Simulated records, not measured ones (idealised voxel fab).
Process module, titled voxel wiring stack
Displayed cross-section: cut, width of 205 nm, square cells sized 5 nm.
Cross-section, as written here: a square-cell grid given band by band from the top down, where a band holds one or more rows of cells. Each band's line starts with the height of the band's top and of its bottom, in nm. Then come its materials from left to right, each with its width in nm. One material with "edge to edge" fills the band from edge to edge. "air" is empty space. Height is counted from the level 0, under which the received wafer is composed throughout of one material. The lowest of the bands is not closed at the bottom but continues downward, in the notation "z 0 and below". Per-row width for "30 to 40": begins at first number (top row of band), ends at second number (bottom row), increment between rows held constant. When a step is marked "no modification", none of the cells in the cross-section changed during that step. Reported under the label "Fully sealed cavities" are the empty spaces having no open way to the top and comprising 8 cells or more; the notation for each is width x height at distance, in which the distance is measured from the left edge and all three values are in nm. Whatever follows a step's settings on its line is a remark the simulator itself makes about that step. "overlay nm" on a masked step: distance the mask lay right of its planned place, negative for left. Note on reading: below, each pair holds a cross-section from before one process step and one from after it; the one from after shows only down to the lowest band that changed. Beneath the pair, the step in between is stated along with its settings. The pairs can stem from different runs of this module on the same starting wafer. Where a pair's entry headed "Pre-process cross-section" says so, and only there, that pair continues from the pair above it.

Pre-process cross-section
* z 0 and below: Si edge to edge
* Fully sealed cavities: none

Post-Process View
* z 15 to 0: SiO2 edge to edge
* Below 0, no change.
* Fully sealed cavities: none
Which process step falls between the two cross-sections above? CONFORMAL_DEP,material SiO2,thk nm 15

Pre-process cross-section: starting point is the after cross-section of the pair just above.

Post-Process View
* z 20 to 15: TiN edge to edge
* Below 15, no change.
* Fully sealed cavities: none
Which process step falls between the two cross-sections above? DIRECTIONAL_DEP,material TiN,thk nm 5

Pre-process cross-section: starting point is the after cross-section of the pair just above.

Post-Process View
* z 35 to 20: W edge to edge
* Below 20, no change.
* Fully sealed cavities: none
Which process step falls between the two cross-sections above? DIRECTIONAL_DEP,material W,thk nm 15

Pre-process cross-section: starting point is the after cross-section of the pair just above.

Post-Process View
* z 35 to 20: 60 air  25 W  30 air  25 W  65 air
* Below 20, no change.
* Fully sealed cavities: none
Which process step falls between the two cross-sections above? MASKED_ETCH,tone cover,mask id METAL_1,width nm 25,pitch nm 55,etch materials W,depth nm 15,overlay nm 0

Pre-process cross-section: starting point is the after cross-section of the pair just above.

Post-Process View
* z 35 to 20: 60 air  25 W  30 air  25 W  65 air
* z 20 to 15: 60 air  25 TiN  30 air  25 TiN  65 air
* Below 15, no change.
* Fully sealed cavities: none
Which process step falls between the two cross-sections above? MASKED_ETCH,tone cover,mask id METAL_1,width nm 25,pitch nm 55,etch materials TiN,depth nm 5,overlay nm 0

Pre-process cross-section: starting point is the after cross-section of the pair just above.

Post-Process View
* z 40 to 35: 55 air  35 SiCN  20 air  35 SiCN  60 air
* z 35 to 20: 55 air  5 SiCN  25 W  5 SiCN  20 air  5 SiCN  25 W  5 SiCN  60 air
* z 20 to 15: 60 SiCN  25 TiN  30 SiCN  25 TiN  65 SiCN
* Below 15, no change.
* Fully sealed cavities: none
Which process step falls between the two cross-sections above? CONFORMAL_DEP,material SiCN,thk nm 5

Pre-process cross-section: starting point is the after cross-section of the pair just above.

Post-Process View
* z 50 to 40: SiO2 edge to edge
* z 40 to 35: 55 SiO2  35 SiCN  20 SiO2  35 SiCN  60 SiO2
* z 35 to 20: 55 SiO2  5 SiCN  25 W  5 SiCN  20 SiO2  5 SiCN  25 W  5 SiCN  60 SiO2
* Below 20, no change.
* Fully sealed cavities: none
Which process step falls between the two cross-sections above? FILL_DEP,material SiO2,thk nm 10

Pre-process cross-section: starting point is the after cross-section of the pair just above.

Post-Process View
* z 35 to 20: 55 SiO2  5 SiCN  25 W  5 SiCN  20 SiO2  5 SiCN  25 W  5 SiCN  60 SiO2
* Below 20, no change.
* Fully sealed cavities: none
Which process step falls between the two cross-sections above? CMP,height nm 35

Pre-process cross-section: starting point is the after cross-section of the pair just above.

Post-Process View
* z 40 to 35: SiCN edge to edge
* Below 35, no change.
* Fully sealed cavities: none
Which process step falls between the two cross-sections above? CONFORMAL_DEP,material SiCN,thk nm 5

Pre-process cross-section: starting point is the after cross-section of the pair just above.

Post-Process View
* z 60 to 40: SiO2 edge to edge
* Below 40, no change.
* Fully sealed cavities: none
Which process step falls between the two cross-sections above? DIRECTIONAL_DEP,material SiO2,thk nm 20

Pre-process cross-section: starting point is the after cross-section of the pair just above.

Post-Process View
* z 75 to 60: 60 resist  15 air  40 resist  15 air  75 resist
* Below 60, no change.
* Fully sealed cavities: none
Which process step falls between the two cross-sections above? PATTERN,tone open,mask id PLUG_1,material resist,width nm 15,pitch nm 55,thk nm 15,overlay nm 0

Pre-process cross-section: starting point is the after cross-section of the pair just above.

Post-Process View
* z 75 to 60: 60 resist  15 air  40 resist  15 air  75 resist
* z 60 to 40: 60 SiO2  15 air  40 SiO2  15 air  75 SiO2
* Below 40, no change.
* Fully sealed cavities: none
Which process step falls between the two cross-sections above? DIRECTIONAL_ETCH,etch materials SiO2,depth nm 20

Pre-process cross-section: starting point is the after cross-section of the pair just above.

Post-Process View
* z 75 to 60: 60 resist  15 air  40 resist  15 air  75 resist
* z 60 to 40: 60 SiO2  15 air  40 SiO2  15 air  75 SiO2
* z 40 to 35: 60 SiCN  15 air  40 SiCN  15 air  75 SiCN
* Below 35, no change.
* Fully sealed cavities: none
Which process step falls between the two cross-sections above? DIRECTIONAL_ETCH,etch materials SiCN,depth nm 5

Pre-process cross-section: starting point is the after cross-section of the pair just above.

Post-Process View
* z 60 to 40: 60 SiO2  15 air  40 SiO2  15 air  75 SiO2
* Below 40, no change.
* Fully sealed cavities: none
Which process step falls between the two cross-sections above? STRIP,etch materials resist

Pre-process cross-section: starting point is the after cross-section of the pair just above.

Post-Process View
* z 65 to 60: 65 TiN  5 air  50 TiN  5 air  80 TiN
* z 60 to 40: 60 SiO2  5 TiN  5 air  5 TiN  40 SiO2  5 TiN  5 air  5 TiN  75 SiO2
* z 40 to 35: 60 SiCN  15 TiN  40 SiCN  15 TiN  75 SiCN
* Below 35, no change.
* Fully sealed cavities: none
Which process step falls between the two cross-sections above? CONFORMAL_DEP,material TiN,thk nm 5

Pre-process cross-section: starting point is the after cross-section of the pair just above.

Post-Process View
* z 70 to 65: Cu edge to edge
* z 65 to 60: 65 TiN  5 Cu  50 TiN  5 Cu  80 TiN
* z 60 to 40: 60 SiO2  5 TiN  5 Cu  5 TiN  40 SiO2  5 TiN  5 Cu  5 TiN  75 SiO2
* Below 40, no change.
* Fully sealed cavities: none
Which process step falls between the two cross-sections above? FILL_DEP,material Cu,thk nm 5

Pre-process cross-section: starting point is the after cross-section of the pair just above.

Post-Process View
* z 60 to 40: 60 SiO2  5 TiN  5 Cu  5 TiN  40 SiO2  5 TiN  5 Cu  5 TiN  75 SiO2
* Below 40, no change.
* Fully sealed cavities: none
Which process step falls between the two cross-sections above? CMP,height nm 60

Pre-process cross-section: starting point is the after cross-section of the pair just above.

Post-Process View
* z 65 to 60: SiCN edge to edge
* Below 60, no change.
* Fully sealed cavities: none
Which process step falls between the two cross-sections above? CONFORMAL_DEP,material SiCN,thk nm 5

Pre-process cross-section: starting point is the after cross-section of the pair just above.

Post-Process View
* z 80 to 65: lowk edge to edge
* Below 65, no change.
* Fully sealed cavities: none
Which process step falls between the two cross-sections above? DIRECTIONAL_DEP,material lowk,thk nm 15

Pre-process cross-section: starting point is the after cross-section of the pair just above.

Post-Process View
* z 90 to 80: aC edge to edge
* Below 80, no change.
* Fully sealed cavities: none
Which process step falls between the two cross-sections above? DIRECTIONAL_DEP,material aC,thk nm 10

Pre-process cross-section: starting point is the after cross-section of the pair just above.

Post-Process View
* z 115 to 90: 60 resist  25 air  30 resist  25 air  65 resist
* Below 90, no change.
* Fully sealed cavities: none
Which process step falls between the two cross-sections above? PATTERN,tone open,mask id METAL_2,material resist,width nm 25,pitch nm 55,thk nm 25,overlay nm 0

Pre-process cross-section: starting point is the after cross-section of the pair just above.

Post-Process View
* z 105 to 90: 60 resist  25 air  30 resist  25 air  65 resist
* z 90 to 80: 60 aC  25 air  30 aC  25 air  65 aC
* Below 80, no change.
* Fully sealed cavities: none
Which process step falls between the two cross-sections above? DIRECTIONAL_ETCH,etch materials aC,depth nm 10

Pre-process cross-section: starting point is the after cross-section of the pair just above.

Post-Process View
* z 90 to 80: 60 aC  25 air  30 aC  25 air  65 aC
* Below 80, no change.
* Fully sealed cavities: none
Which process step falls between the two cross-sections above? STRIP,etch materials resist

Pre-process cross-section: starting point is the after cross-section of the pair just above.

Post-Process View
* z 90 to 80: 60 aC  25 air  30 aC  25 air  65 aC
* z 80 to 65: 60 lowk  25 air  30 lowk  25 air  65 lowk
* Below 65, no change.
* Fully sealed cavities: none
Which process step falls between the two cross-sections above? DIRECTIONAL_ETCH,etch materials lowk,depth nm 15

Pre-process cross-section: starting point is the after cross-section of the pair just above.

Post-Process View
* z 90 to 80: 60 aC  25 air  30 aC  25 air  65 aC
* z 80 to 65: 60 lowk  25 air  30 lowk  25 air  65 lowk
* z 65 to 60: 60 SiCN  25 air  30 SiCN  25 air  65 SiCN
* Below 60, no change.
* Fully sealed cavities: none
Which process step falls between the two cross-sections above? DIRECTIONAL_ETCH,etch materials SiCN,depth nm 5

Pre-process cross-section: starting point is the after cross-section of the pair just above.

Post-Process View
* z 80 to 65: 60 lowk  25 air  30 lowk  25 air  65 lowk
* Below 65, no change.
* Fully sealed cavities: none
Which process step falls between the two cross-sections above? STRIP,etch materials aC

Pre-process cross-section: starting point is the after cross-section of the pair just above.

Post-Process View
* z 85 to 80: 65 TiN  15 air  40 TiN  15 air  70 TiN
* z 80 to 65: 60 lowk  5 TiN  15 air  5 TiN  30 lowk  5 TiN  15 air  5 TiN  65 lowk
* z 65 to 60: 60 SiCN  25 TiN  30 SiCN  25 TiN  65 SiCN
* Below 60, no change.
* Fully sealed cavities: none
Which process step falls between the two cross-sections above? CONFORMAL_DEP,material TiN,thk nm 5

Pre-process cross-section: starting point is the after cross-section of the pair just above.

Post-Process View
* z 95 to 85: Cu edge to edge
* z 85 to 80: 65 TiN  15 Cu  40 TiN  15 Cu  70 TiN
* z 80 to 65: 60 lowk  5 TiN  15 Cu  5 TiN  30 lowk  5 TiN  15 Cu  5 TiN  65 lowk
* Below 65, no change.
* Fully sealed cavities: none
Which process step falls between the two cross-sections above? FILL_DEP,material Cu,thk nm 10

Pre-process cross-section: starting point is the after cross-section of the pair just above.

Post-Process View
* z 80 to 65: 60 lowk  5 TiN  15 Cu  5 TiN  30 lowk  5 TiN  15 Cu  5 TiN  65 lowk
* Below 65, no change.
* Fully sealed cavities: none
Which process step falls between the two cross-sections above? CMP,height nm 80

Pre-process cross-section: starting point is the after cross-section of the pair just above.

Post-Process View
* z 85 to 80: SiCN edge to edge
* Below 80, no change.
* Fully sealed cavities: none
Which process step falls between the two cross-sections above? CONFORMAL_DEP,material SiCN,thk nm 5

Pre-process cross-section: starting point is the after cross-section of the pair just above.

Post-Process View
* z 100 to 85: SiO2 edge to edge
* Below 85, no change.
* Fully sealed cavities: none
Which process step falls between the two cross-sections above? DIRECTIONAL_DEP,material SiO2,thk nm 15

Pre-process cross-section: starting point is the after cross-section of the pair just above.

Post-Process View
* z 120 to 100: 60 resist  15 air  40 resist  15 air  75 resist
* Below 100, no change.
* Fully sealed cavities: none
Which process step falls between the two cross-sections above? PATTERN,tone open,mask id PLUG_2,material resist,width nm 15,pitch nm 55,thk nm 20,overlay nm 0

Pre-process cross-section: starting point is the after cross-section of the pair just above.

Post-Process View
* z 120 to 100: 60 resist  15 air  40 resist  15 air  75 resist
* z 100 to 85: 60 SiO2  15 air  40 SiO2  15 air  75 SiO2
* Below 85, no change.
* Fully sealed cavities: none
Which process step falls between the two cross-sections above? DIRECTIONAL_ETCH,etch materials SiO2,depth nm 15

Pre-process cross-section: starting point is the after cross-section of the pair just above.

Post-Process View
* z 120 to 100: 60 resist  15 air  40 resist  15 air  75 resist
* z 100 to 85: 60 SiO2  15 air  40 SiO2  15 air  75 SiO2
* z 85 to 80: 60 SiCN  15 air  40 SiCN  15 air  75 SiCN
* Below 80, no change.
* Fully sealed cavities: none
Which process step falls between the two cross-sections above? DIRECTIONAL_ETCH,etch materials SiCN,depth nm 5

Pre-process cross-section: starting point is the after cross-section of the pair just above.

Post-Process View
* z 100 to 85: 60 SiO2  15 air  40 SiO2  15 air  75 SiO2
* Below 85, no change.
* Fully sealed cavities: none
Which process step falls between the two cross-sections above? STRIP,etch materials resist

Pre-process cross-section: starting point is the after cross-section of the pair just above.

Post-Process View
* z 100 to 90: 60 SiO2  15 air  40 SiO2  15 air  75 SiO2
* z 90 to 85: 60 SiO2  15 Ru  40 SiO2  15 Ru  75 SiO2
* z 85 to 80: 60 SiCN  15 Ru  40 SiCN  15 Ru  75 SiCN
* Below 80, no change.
* Fully sealed cavities: none
Which process step falls between the two cross-sections above? EPI,material Ru,thk nm 10

Pre-process cross-section: starting point is the after cross-section of the pair just above.

Post-Process View
* z 100 to 85: 60 SiO2  15 Ru  40 SiO2  15 Ru  75 SiO2
* Below 85, no change.
* Fully sealed cavities: none
Which process step falls between the two cross-sections above? EPI,material Ru,thk nm 10

Pre-process cross-section: starting point is the after cross-section of the pair just above.

Post-Process View
* z 105 to 100: SiCN edge to edge
* Below 100, no change.
* Fully sealed cavities: none
Which process step falls between the two cross-sections above? CONFORMAL_DEP,material SiCN,thk nm 5

Pre-process cross-section: starting point is the after cross-section of the pair just above.

Post-Process View
* z 125 to 105: SiO2 edge to edge
* Below 105, no change.
* Fully sealed cavities: none
Which process step falls between the two cross-sections above? DIRECTIONAL_DEP,material SiO2,thk nm 20

Pre-process cross-section: starting point is the after cross-section of the pair just above.

Post-Process View
* z 135 to 125: aC edge to edge
* Below 125, no change.
* Fully sealed cavities: none
Which process step falls between the two cross-sections above? DIRECTIONAL_DEP,material aC,thk nm 10

Pre-process cross-section: starting point is the after cross-section of the pair just above.

Post-Process View
* z 160 to 135: 60 resist  25 air  30 resist  25 air  65 resist
* Below 135, no change.
* Fully sealed cavities: none
Which process step falls between the two cross-sections above? PATTERN,tone open,mask id METAL_3,material resist,width nm 25,pitch nm 55,thk nm 25,overlay nm 0

Pre-process cross-section: starting point is the after cross-section of the pair just above.

Post-Process View
* z 150 to 135: 60 resist  25 air  30 resist  25 air  65 resist
* z 135 to 125: 60 aC  25 air  30 aC  25 air  65 aC
* Below 125, no change.
* Fully sealed cavities: none
Which process step falls between the two cross-sections above? DIRECTIONAL_ETCH,etch materials aC,depth nm 10

Pre-process cross-section: starting point is the after cross-section of the pair just above.

Post-Process View
* z 135 to 125: 60 aC  25 air  30 aC  25 air  65 aC
* Below 125, no change.
* Fully sealed cavities: none
Which process step falls between the two cross-sections above? STRIP,etch materials resist

Pre-process cross-section: starting point is the after cross-section of the pair just above.

Post-Process View
* z 135 to 125: 60 aC  25 air  30 aC  25 air  65 aC
* z 125 to 105: 60 SiO2  25 air  30 SiO2  25 air  65 SiO2
* Below 105, no change.
* Fully sealed cavities: none
Which process step falls between the two cross-sections above? DIRECTIONAL_ETCH,etch materials SiO2,depth nm 20

Pre-process cross-section: starting point is the after cross-section of the pair just above.

Post-Process View
* z 135 to 125: 60 aC  25 air  30 aC  25 air  65 aC
* z 125 to 105: 60 SiO2  25 air  30 SiO2  25 air  65 SiO2
* z 105 to 100: 60 SiCN  25 air  30 SiCN  25 air  65 SiCN
* Below 100, no change.
* Fully sealed cavities: none
Which process step falls between the two cross-sections above? DIRECTIONAL_ETCH,etch materials SiCN,depth nm 5

Pre-process cross-section: starting point is the after cross-section of the pair just above.

Post-Process View
* z 125 to 105: 60 SiO2  25 air  30 SiO2  25 air  65 SiO2
* Below 105, no change.
* Fully sealed cavities: none
Which process step falls between the two cross-sections above? STRIP,etch materials aC

Pre-process cross-section: starting point is the after cross-section of the pair just above.

Post-Process View
* z 130 to 125: 65 TiN  15 air  40 TiN  15 air  70 TiN
* z 125 to 105: 60 SiO2  5 TiN  15 air  5 TiN  30 SiO2  5 TiN  15 air  5 TiN  65 SiO2
* z 105 to 100: 60 SiCN  25 TiN  30 SiCN  25 TiN  65 SiCN
* Below 100, no change.
* Fully sealed cavities: none
Which process step falls between the two cross-sections above? CONFORMAL_DEP,material TiN,thk nm 5

Pre-process cross-section: starting point is the after cross-section of the pair just above.

Post-Process View
* z 140 to 130: Ru edge to edge
* z 130 to 125: 65 TiN  15 Ru  40 TiN  15 Ru  70 TiN
* z 125 to 105: 60 SiO2  5 TiN  15 Ru  5 TiN  30 SiO2  5 TiN  15 Ru  5 TiN  65 SiO2
* Below 105, no change.
* Fully sealed cavities: none
Which process step falls between the two cross-sections above? FILL_DEP,material Ru,thk nm 10

Pre-process cross-section: starting point is the after cross-section of the pair just above.

Post-Process View
* z 125 to 105: 60 SiO2  5 TiN  15 Ru  5 TiN  30 SiO2  5 TiN  15 Ru  5 TiN  65 SiO2
* Below 105, no change.
* Fully sealed cavities: none
Which process step falls between the two cross-sections above? CMP,height nm 125

Pre-process cross-section: starting point is the after cross-section of the pair just above.

Post-Process View
* z 130 to 125: SiN edge to edge
* Below 125, no change.
* Fully sealed cavities: none
Which process step falls between the two cross-sections above? CONFORMAL_DEP,material SiN,thk nm 5

Pre-process cross-section
* z 140 to 130: Ru edge to edge
* z 130 to 125: 65 TiN  15 Ru  40 TiN  15 Ru  70 TiN
* z 125 to 105: 60 SiO2  5 TiN  15 Ru  5 TiN  30 SiO2  5 TiN  15 Ru  5 TiN  65 SiO2
* z 105 to 100: 60 SiCN  25 TiN  30 SiCN  25 TiN  65 SiCN
* z 100 to 85: 60 SiO2  15 Ru  40 SiO2  15 Ru  75 SiO2
* z 85 to 80: 60 SiCN  15 Ru  40 SiCN  15 Ru  75 SiCN
* z 80 to 65: 60 lowk  5 TiN  15 Cu  5 TiN  30 lowk  5 TiN  15 Cu  5 TiN  65 lowk
* z 65 to 60: 60 SiCN  25 TiN  30 SiCN  25 TiN  65 SiCN
* z 60 to 40: 60 SiO2  5 TiN  5 Cu  5 TiN  40 SiO2  5 TiN  5 Cu  5 TiN  75 SiO2
* z 40 to 35: 60 SiCN  15 TiN  40 SiCN  15 TiN  75 SiCN
* z 35 to 20: 55 SiO2  5 SiCN  25 W  5 SiCN  20 SiO2  5 SiCN  25 W  5 SiCN  60 SiO2
* z 20 to 15: 60 SiCN  25 TiN  30 SiCN  25 TiN  65 SiCN
* z 15 to 0: SiO2 edge to edge
* z 0 and below: Si edge to edge
* Fully sealed cavities: none

Post-Process View
* z 145 to 140: SiN edge to edge
* Below 140, no change.
* Fully sealed cavities: none
Which process step falls between the two cross-sections above? CONFORMAL_DEP,material SiN,thk nm 5

Pre-process cross-section
* z 100 to 85: SiO2 edge to edge
* z 85 to 80: SiCN edge to edge
* z 80 to 65: 60 lowk  5 TiN  15 Cu  5 TiN  30 lowk  5 TiN  15 Cu  5 TiN  65 lowk
* z 65 to 60: 60 SiCN  25 TiN  30 SiCN  25 TiN  65 SiCN
* z 60 to 40: 60 SiO2  5 TiN  5 Cu  5 TiN  40 SiO2  5 TiN  5 Cu  5 TiN  75 SiO2
* z 40 to 35: 60 SiCN  15 TiN  40 SiCN  15 TiN  75 SiCN
* z 35 to 20: 55 SiO2  5 SiCN  25 W  5 SiCN  20 SiO2  5 SiCN  25 W  5 SiCN  60 SiO2
* z 20 to 15: 60 SiCN  25 TiN  30 SiCN  25 TiN  65 SiCN
* z 15 to 0: SiO2 edge to edge
* z 0 and below: Si edge to edge
* Fully sealed cavities: none

Post-Process View
* z 115 to 85: SiO2 edge to edge
* Below 85, no change.
* Fully sealed cavities: none
Which process step falls between the two cross-sections above? DIRECTIONAL_DEP,material SiO2,thk nm 15

Pre-process cross-section: starting point is the after cross-section of the pair just above.

Post-Process View
* z 135 to 115: 60 resist  15 air  40 resist  15 air  75 resist
* Below 115, no change.
* Fully sealed cavities: none
Which process step falls between the two cross-sections above? PATTERN,tone open,mask id PLUG_2,material resist,width nm 15,pitch nm 55,thk nm 20,overlay nm 0

Pre-process cross-section: starting point is the after cross-section of the pair just above.

Post-Process View
* z 135 to 115: 60 resist  15 air  40 resist  15 air  75 resist
* z 115 to 100: 60 SiO2  15 air  40 SiO2  15 air  75 SiO2
* Below 100, no change.
* Fully sealed cavities: none
Which process step falls between the two cross-sections above? DIRECTIONAL_ETCH,etch materials SiO2,depth nm 15

Pre-process cross-section: starting point is the after cross-section of the pair just above.

Post-Process View
* z 115 to 100: 60 SiO2  15 air  40 SiO2  15 air  75 SiO2
* Below 100, no change.
* Fully sealed cavities: none
Which process step falls between the two cross-sections above? STRIP,etch materials resist

Pre-process cross-section: starting point is the after cross-section of the pair just above.

Post-Process View
* z 120 to 115: 65 SiCN  5 air  50 SiCN  5 air  80 SiCN
* z 115 to 105: 60 SiO2  5 SiCN  5 air  5 SiCN  40 SiO2  5 SiCN  5 air  5 SiCN  75 SiO2
* z 105 to 100: 60 SiO2  15 SiCN  40 SiO2  15 SiCN  75 SiO2
* Below 100, no change.
* Fully sealed cavities: none
Which process step falls between the two cross-sections above? CONFORMAL_DEP,material SiCN,thk nm 5

Pre-process cross-section: starting point is the after cross-section of the pair just above.

Post-Process View
* z 140 to 125: 65 SiO2  5 air  50 SiO2  5 air  80 SiO2
* z 125 to 120: SiO2 edge to edge
* z 120 to 115: 65 SiCN  5 SiO2  50 SiCN  5 SiO2  80 SiCN
* z 115 to 105: 60 SiO2  5 SiCN  5 SiO2  5 SiCN  40 SiO2  5 SiCN  5 SiO2  5 SiCN  75 SiO2
* Below 105, no change.
* Fully sealed cavities: none
Which process step falls between the two cross-sections above? DIRECTIONAL_DEP,material SiO2,thk nm 20

Pre-process cross-section: starting point is the after cross-section of the pair just above.

Post-Process View
* z 150 to 140: 65 aC  5 air  50 aC  5 air  80 aC
* z 140 to 135: 65 SiO2  5 air  50 SiO2  5 air  80 SiO2
* z 135 to 125: 65 SiO2  5 aC  50 SiO2  5 aC  80 SiO2
* Below 125, no change.
* Fully sealed cavities: none
Which process step falls between the two cross-sections above? DIRECTIONAL_DEP,material aC,thk nm 10

Pre-process cross-section: starting point is the after cross-section of the pair just above.

Post-Process View
* z 175 to 150: 60 resist  25 air  30 resist  25 air  65 resist
* Below 150, no change.
* Fully sealed cavities: none
Which process step falls between the two cross-sections above? PATTERN,tone open,mask id METAL_3,material resist,width nm 25,pitch nm 55,thk nm 25,overlay nm 0

Pre-process cross-section: starting point is the after cross-section of the pair just above.

Post-Process View
* z 165 to 150: 60 resist  25 air  30 resist  25 air  65 resist
* z 150 to 140: 60 aC  25 air  30 aC  25 air  65 aC
* z 140 to 125: 65 SiO2  5 air  50 SiO2  5 air  80 SiO2
* Below 125, no change.
* Fully sealed cavities: none
Which process step falls between the two cross-sections above? DIRECTIONAL_ETCH,etch materials aC,depth nm 10

Pre-process cross-section: starting point is the after cross-section of the pair just above.

Post-Process View
* z 150 to 140: 60 aC  25 air  30 aC  25 air  65 aC
* Below 140, no change.
* Fully sealed cavities: none
Which process step falls between the two cross-sections above? STRIP,etch materials resist

Pre-process cross-section: starting point is the after cross-section of the pair just above.

Post-Process View
* z 150 to 140: 60 aC  25 air  30 aC  25 air  65 aC
* z 140 to 120: 60 SiO2  25 air  30 SiO2  25 air  65 SiO2
* z 120 to 115: 65 SiCN  5 air  50 SiCN  5 air  80 SiCN
* z 115 to 105: 60 SiO2  5 SiCN  5 air  5 SiCN  40 SiO2  5 SiCN  5 air  5 SiCN  75 SiO2
* Below 105, no change.
* Fully sealed cavities: none
Which process step falls between the two cross-sections above? DIRECTIONAL_ETCH,etch materials SiO2,depth nm 20

Pre-process cross-section: starting point is the after cross-section of the pair just above.

Post-Process View
* z 150 to 140: 60 aC  25 air  30 aC  25 air  65 aC
* z 140 to 120: 60 SiO2  25 air  30 SiO2  25 air  65 SiO2
* z 120 to 115: 60 SiCN  25 air  30 SiCN  25 air  65 SiCN
* z 115 to 100: 60 SiO2  5 SiCN  5 air  5 SiCN  40 SiO2  5 SiCN  5 air  5 SiCN  75 SiO2
* Below 100, no change.
* Fully sealed cavities: none
Which process step falls between the two cross-sections above? DIRECTIONAL_ETCH,etch materials SiCN,depth nm 5

Pre-process cross-section: starting point is the after cross-section of the pair just above.

Post-Process View
* z 140 to 120: 60 SiO2  25 air  30 SiO2  25 air  65 SiO2
* Below 120, no change.
* Fully sealed cavities: none
Which process step falls between the two cross-sections above? STRIP,etch materials aC

Pre-process cross-section: starting point is the after cross-section of the pair just above.

Post-Process View
* z 145 to 140: 65 TiN  15 air  40 TiN  15 air  70 TiN
* z 140 to 120: 60 SiO2  5 TiN  15 air  5 TiN  30 SiO2  5 TiN  15 air  5 TiN  65 SiO2
* z 120 to 115: 60 SiCN  25 TiN  30 SiCN  25 TiN  65 SiCN
* z 115 to 100: 60 SiO2  5 SiCN  5 TiN  5 SiCN  40 SiO2  5 SiCN  5 TiN  5 SiCN  75 SiO2
* Below 100, no change.
* Fully sealed cavities: none
Which process step falls between the two cross-sections above? CONFORMAL_DEP,material TiN,thk nm 5

Pre-process cross-section: starting point is the after cross-section of the pair just above.

Post-Process View
* z 155 to 145: Ru edge to edge
* z 145 to 140: 65 TiN  15 Ru  40 TiN  15 Ru  70 TiN
* z 140 to 120: 60 SiO2  5 TiN  15 Ru  5 TiN  30 SiO2  5 TiN  15 Ru  5 TiN  65 SiO2
* Below 120, no change.
* Fully sealed cavities: none
Which process step falls between the two cross-sections above? FILL_DEP,material Ru,thk nm 10

Pre-process cross-section: starting point is the after cross-section of the pair just above.

Post-Process View
* z 125 to 120: 60 SiO2  5 TiN  15 Ru  5 TiN  30 SiO2  5 TiN  15 Ru  5 TiN  65 SiO2
* Below 120, no change.
* Fully sealed cavities: none
Which process step falls between the two cross-sections above? CMP,height nm 125

Pre-process cross-section: starting point is the after cross-section of the pair just above.

Post-Process View
* z 130 to 125: SiN edge to edge
* Below 125, no change.
* Fully sealed cavities: none
Which process step falls between the two cross-sections above? CONFORMAL_DEP,material SiN,thk nm 5

Pre-process cross-section
* z 35 to 20: 55 SiO2  5 SiCN  25 W  5 SiCN  20 SiO2  5 SiCN  25 W  5 SiCN  60 SiO2
* z 20 to 15: 60 SiCN  25 TiN  30 SiCN  25 TiN  65 SiCN
* z 15 to 0: SiO2 edge to edge
* z 0 and below: Si edge to edge
* Fully sealed cavities: none

Post-Process View
* z 55 to 35: SiO2 edge to edge
* Below 35, no change.
* Fully sealed cavities: none
Which process step falls between the two cross-sections above? DIRECTIONAL_DEP,material SiO2,thk nm 20

Pre-process cross-section: starting point is the after cross-section of the pair just above.

Post-Process View
* z 60 to 55: SiCN edge to edge
* Below 55, no change.
* Fully sealed cavities: none
Which process step falls between the two cross-sections above? CONFORMAL_DEP,material SiCN,thk nm 5

Pre-process cross-section: starting point is the after cross-section of the pair just above.

Post-Process View
* z 75 to 60: 60 resist  15 air  40 resist  15 air  75 resist
* Below 60, no change.
* Fully sealed cavities: none
Which process step falls between the two cross-sections above? PATTERN,tone open,mask id PLUG_1,material resist,width nm 15,pitch nm 55,thk nm 15,overlay nm 0

Pre-process cross-section: starting point is the after cross-section of the pair just above.

Post-Process View
* z 75 to 60: 60 resist  15 air  40 resist  15 air  75 resist
* z 60 to 55: 60 SiCN  15 air  40 SiCN  15 air  75 SiCN
* Below 55, no change.
* Fully sealed cavities: none
Which process step falls between the two cross-sections above? DIRECTIONAL_ETCH,etch materials SiCN,depth nm 5

Pre-process cross-section: starting point is the after cross-section of the pair just above.

Post-Process View
* z 60 to 55: 60 SiCN  15 air  40 SiCN  15 air  75 SiCN
* Below 55, no change.
* Fully sealed cavities: none
Which process step falls between the two cross-sections above? STRIP,etch materials resist

Pre-process cross-section: starting point is the after cross-section of the pair just above.

Post-Process View
* z 65 to 60: 65 TiN  5 air  50 TiN  5 air  80 TiN
* z 60 to 55: 60 SiCN  15 TiN  40 SiCN  15 TiN  75 SiCN
* Below 55, no change.
* Fully sealed cavities: none
Which process step falls between the two cross-sections above? CONFORMAL_DEP,material TiN,thk nm 5

Pre-process cross-section: starting point is the after cross-section of the pair just above.

Post-Process View
* z 70 to 65: Cu edge to edge
* z 65 to 60: 65 TiN  5 Cu  50 TiN  5 Cu  80 TiN
* Below 60, no change.
* Fully sealed cavities: none
Which process step falls between the two cross-sections above? FILL_DEP,material Cu,thk nm 5

Pre-process cross-section: starting point is the after cross-section of the pair just above.

Post-Process View
* z 60 to 55: 60 SiCN  15 TiN  40 SiCN  15 TiN  75 SiCN
* Below 55, no change.
* Fully sealed cavities: none
Which process step falls between the two cross-sections above? CMP,height nm 60

Pre-process cross-section: starting point is the after cross-section of the pair just above.

Post-Process View
* z 65 to 60: SiCN edge to edge
* Below 60, no change.
* Fully sealed cavities: none
Which process step falls between the two cross-sections above? CONFORMAL_DEP,material SiCN,thk nm 5

Pre-process cross-section: starting point is the after cross-section of the pair just above.

Post-Process View
* z 80 to 65: lowk edge to edge
* Below 65, no change.
* Fully sealed cavities: none
Which process step falls between the two cross-sections above? DIRECTIONAL_DEP,material lowk,thk nm 15

Pre-process cross-section: starting point is the after cross-section of the pair just above.

Post-Process View
* z 90 to 80: aC edge to edge
* Below 80, no change.
* Fully sealed cavities: none
Which process step falls between the two cross-sections above? DIRECTIONAL_DEP,material aC,thk nm 10

Pre-process cross-section: starting point is the after cross-section of the pair just above.

Post-Process View
* z 115 to 90: 60 resist  25 air  30 resist  25 air  65 resist
* Below 90, no change.
* Fully sealed cavities: none
Which process step falls between the two cross-sections above? PATTERN,tone open,mask id METAL_2,material resist,width nm 25,pitch nm 55,thk nm 25,overlay nm 0

Pre-process cross-section: starting point is the after cross-section of the pair just above.

Post-Process View
* z 105 to 90: 60 resist  25 air  30 resist  25 air  65 resist
* z 90 to 80: 60 aC  25 air  30 aC  25 air  65 aC
* Below 80, no change.
* Fully sealed cavities: none
Which process step falls between the two cross-sections above? DIRECTIONAL_ETCH,etch materials aC,depth nm 10

Pre-process cross-section: starting point is the after cross-section of the pair just above.

Post-Process View
* z 90 to 80: 60 aC  25 air  30 aC  25 air  65 aC
* Below 80, no change.
* Fully sealed cavities: none
Which process step falls between the two cross-sections above? STRIP,etch materials resist
